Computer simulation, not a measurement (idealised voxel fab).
process module | voxel transistor to metal
cross-section cut | 205 nm wide | cells 5 nm
A cross-section is a grid of square cells, given in bands from the top down. A band is one or more rows of cells.
Each band's line starts with the height of the band's top and of its bottom, in nm. Then come its materials from left to right, each with its width in nm. One material with "throughout" fills the band from edge to edge. "air" is empty space.
Height 0 is the level under which the wafer as received is all one material. The lowest band goes on downwards, as in "0 down".
A width such as "30 to 40" changes by the same amount from each row of cells to the next, from the band's top row to its bottom row.
"no change" after a step means that no cell of the cross-section changed.
closed voids: empty space of 8 cells or more with no open way to the top, each as width x height at its distance from the left edge, in nm
after a step's settings: what the simulator itself notes on the step
overlay nm, on a step with a mask: how far to the right of its planned place the mask lay; to the left if negative
plan
1 op RECEIVE | material Si
2 op CONFORMAL_DEP | material SiO2 | thk nm 5
3 op CONFORMAL_DEP | material SiN | thk nm 15
4 op DIRECTIONAL_DEP | material aC | thk nm 15
5 op PATTERN | tone cover | mask id ACTIVE | material resist | width nm 115 | thk nm 35 | overlay nm 0
6 op DIRECTIONAL_ETCH | etch materials aC | depth nm 15
7 op STRIP | etch materials resist
8 op DIRECTIONAL_ETCH | etch materials SiN | depth nm 15
9 op DIRECTIONAL_ETCH | etch materials SiO2 | depth nm 5
10 op DIRECTIONAL_ETCH | etch materials Si | depth nm 30
11 op STRIP | etch materials aC
12 op OXIDIZE | depth nm 5
13 op FILL_DEP | material SiO2 | thk nm 5
14 op CMP | height nm 20
15 op SELECTIVE_ETCH | etch materials SiO2 | depth nm 15
16 op STRIP | etch materials SiN
17 op SELECTIVE_ETCH | etch materials SiO2 | depth nm 5
18 op OXIDIZE | depth nm 5
19 op DIRECTIONAL_DEP | material polySi | thk nm 20
20 op DIRECTIONAL_DEP | material SiCN | thk nm 15
21 op PATTERN | tone cover | mask id GATE | material resist | width nm 25 | thk nm 20 | overlay nm 0
22 op DIRECTIONAL_ETCH | etch materials SiCN | depth nm 25
23 op DIRECTIONAL_ETCH | etch materials polySi | depth nm 30
24 op STRIP | etch materials resist
25 op CONFORMAL_DEP | material SiO2 | thk nm 5
26 op DIRECTIONAL_ETCH | etch materials SiO2 | depth nm 5
27 op CONFORMAL_DEP | material SiN | thk nm 5
28 op DIRECTIONAL_ETCH | etch materials SiN | depth nm 5
29 op DIRECTIONAL_ETCH | etch materials SiO2 | depth nm 5
30 op DIRECTIONAL_ETCH | etch materials Si | depth nm 10
31 op EPI | material pSi | thk nm 15
32 op FILL_DEP | material SiO2 | thk nm 5
33 op CMP | height nm 35
34 op DIRECTIONAL_DEP | material SiO2 | thk nm 15
35 op PATTERN | tone open | mask id CONTACT | material resist | width nm 20 | pitch nm 75 | thk nm 20 | overlay nm 0
36 op DIRECTIONAL_ETCH | etch materials SiO2 | depth nm 50
37 op STRIP | etch materials resist
38 op CONFORMAL_DEP | material TiN | thk nm 5
39 op FILL_DEP | material Ru | thk nm 5
40 op CMP | height nm 50
41 op CONFORMAL_DEP | material SiN | thk nm 5
42 op DIRECTIONAL_DEP | material lowk | thk nm 15
43 op PATTERN | tone open | mask id METAL_1 | material resist | width nm 20 | pitch nm 75 | thk nm 15 | overlay nm 0
44 op DIRECTIONAL_ETCH | etch materials lowk | depth nm 15
45 op DIRECTIONAL_ETCH | etch materials SiN | depth nm 5
46 op STRIP | etch materials resist
47 op CONFORMAL_DEP | material TiN | thk nm 5
48 op FILL_DEP | material W | thk nm 5
49 op CMP | height nm 70
50 op CONFORMAL_DEP | material SiN | thk nm 5
as received, after step 1
  0 down: Si throughout
  closed voids: none
a wafer at the end: this start, this plan, one mistake
  75 to 70: SiN throughout
  70 to 55: lowk 55 | TiN 5 | W 10 | TiN 5 | lowk 55 | TiN 5 | W 10 | TiN 5 | lowk 55
  55 to 50: SiN 55 | TiN 20 | SiN 55 | TiN 20 | SiN 55
  50 to 35: SiO2 55 | TiN 5 | Ru 10 | TiN 5 | SiO2 55 | TiN 5 | Ru 10 | TiN 5 | SiO2 55
  35 to 25: SiO2 55 | TiN 5 | Ru 10 | TiN 5 | SiO2 5 | SiN 5 | SiO2 5 | SiCN 25 | SiO2 5 | SiN 5 | SiO2 5 | TiN 5 | Ru 10 | TiN 5 | SiO2 55
  25 to 20: SiO2 55 | TiN 5 | Ru 10 | TiN 5 | SiO2 5 | SiN 5 | SiO2 5 | polySi 25 | SiO2 5 | SiN 5 | SiO2 5 | TiN 5 | Ru 10 | TiN 5 | SiO2 55
  20 to 15: SiO2 55 | TiN 20 | SiO2 5 | SiN 5 | SiO2 5 | polySi 25 | SiO2 5 | SiN 5 | SiO2 5 | TiN 20 | SiO2 55
  15 to 5: SiO2 55 | TiN 10 | pSi 15 | SiN 5 | SiO2 5 | polySi 25 | SiO2 5 | SiN 5 | pSi 15 | TiN 10 | SiO2 55
  5 to 0: SiO2 40 | SiN 5 | pSi 35 | SiO2 45 | pSi 35 | SiN 5 | SiO2 40
  0 to -10: SiO2 50 | pSi 30 | Si 45 | pSi 30 | SiO2 50
  -10 to -35: SiO2 50 | Si 105 | SiO2 50
  -35 down: Si throughout
  closed voids: none
what went wrong: steps 16 and 17 were swapped
